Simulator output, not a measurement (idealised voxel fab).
The document below concerns the process module designated voxel self aligned contacts.
Section shown: cut. Width: 265 nm. Cell size: 5 nm, square.
A cross-section in this document is a grid of square cells, and it is written down as bands, the top band listed before the ones below it; a band is made up of one or more rows of cells.
Read a band's entry like this: the first values are the height of its top and the height of its bottom in nm, and what follows is the sequence of materials from left to right, each with its width in nm. Note that "empty" is empty space, and that a single material marked "all across" reaches across the band from edge to edge.
A quick word on heights: they are counted from 0, and under that level the wafer as it came to us is one material throughout. The lowest band is different from the rest in having no bottom; it simply continues downward, written as in "from 0 down".
When a width is written as two numbers, as in "30->40", the first number is the width in the top row of cells of the band and the second is the width in its bottom row, and the width changes by the same amount from each row to the next.
What does "no modifications" mean for a step? It means no cell of the cross-section changed in that step.
Entry "Sealed voids" = empty spaces >= 8 cells with no open way to the top; each as width x height at distance, distance from left edge, all nm.
If you see something after the settings on a step's line, that's the simulator's own remark about that step.
overlay nm: for a step with a mask, the amount by which the mask lay right of where it was planned; a negative amount means left of it.
## These are the steps we planned for the process
step 1: RECEIVE | material Si
step 2: OXIDIZE | depth nm 5
step 3: DIRECTIONAL_DEP | material polySi | thk nm 30
step 4: DIRECTIONAL_DEP | material SiN | thk nm 20
step 5: PATTERN | tone cover | mask id GATE | material resist | width nm 30 | pitch nm 65 | thk nm 20 | overlay nm 0
step 6: DIRECTIONAL_ETCH | etch materials SiN | depth nm 20
step 7: DIRECTIONAL_ETCH | etch materials polySi | depth nm 30
step 8: STRIP | etch materials resist
step 9: CONFORMAL_DEP | material SiN | thk nm 10
step 10: DIRECTIONAL_ETCH | etch materials SiN | depth nm 10
step 11: FILL_DEP | material SiO2 | thk nm 15
step 12: CMP | height nm 55
step 13: DIRECTIONAL_DEP | material aC | thk nm 15
step 14: PATTERN | tone open | mask id CONTACT | material resist | width nm 45 | thk nm 30 | overlay nm 0
step 15: DIRECTIONAL_ETCH | etch materials aC | depth nm 15
step 16: STRIP | etch materials resist
step 17: DIRECTIONAL_ETCH | etch materials SiO2 | depth nm 60
step 18: STRIP | etch materials aC
step 19: CONFORMAL_DEP | material TiN | thk nm 5
step 20: FILL_DEP | material Ru | thk nm 10
step 21: CMP | height nm 55
step 22: CONFORMAL_DEP | material SiN | thk nm 5
## As-received wafer cross-section (after step 1)
* from 0 down: Si all across
* Sealed voids: none
## The first of the two wafers as seen in cross-section once the module was finished; processing followed the plan
* from 60 to 55: SiN all across
* from 55 to 50: 110 of SiO2; 20 of TiN; 5 of Ru; 20 of TiN; 110 of SiO2
* from 50 to 30: 75 of SiO2; 50 of SiN; 5 of TiN; 5 of Ru; 5 of TiN; 50 of SiN; 75 of SiO2
* from 30 to 0: 75 of SiO2; 10 of SiN; 30 of polySi; 10 of SiN; 5 of TiN; 5 of Ru; 5 of TiN; 10 of SiN; 30 of polySi; 10 of SiN; 75 of SiO2
* from 0 to -5: 125 of SiO2; 15 of TiN; 125 of SiO2
* from -5 down: Si all across
* Sealed voids: none
## Wafer two cross-section, module end. Start and plan unchanged from wafer one; one mistake made during the run
* from 60 to 55: SiN all across
* from 55 to 50: 110 of SiO2; 30 of TiN; 5 of Ru; 10 of TiN; 110 of SiO2
* from 50 to 30: 85 of SiO2; 50 of SiN; 5 of TiN; 5 of Ru; 5 of TiN; 50 of SiN; 65 of SiO2
* from 30 to 0: 85 of SiO2; 10 of SiN; 30 of polySi; 10 of SiN; 5 of TiN; 5 of Ru; 5 of TiN; 10 of SiN; 30 of polySi; 10 of SiN; 65 of SiO2
* from 0 to -5: 135 of SiO2; 15 of TiN; 115 of SiO2
* from -5 down: Si all across
* Sealed voids: none
What was the processing mistake? for step 5, the planned setting was not used; the step was instead run as PATTERN | tone cover | mask id GATE | material resist | width nm 30 | pitch nm 65 | thk nm 20 | overlay nm 10
Final wafers compared: equal cell tally per material, rearranged layout.
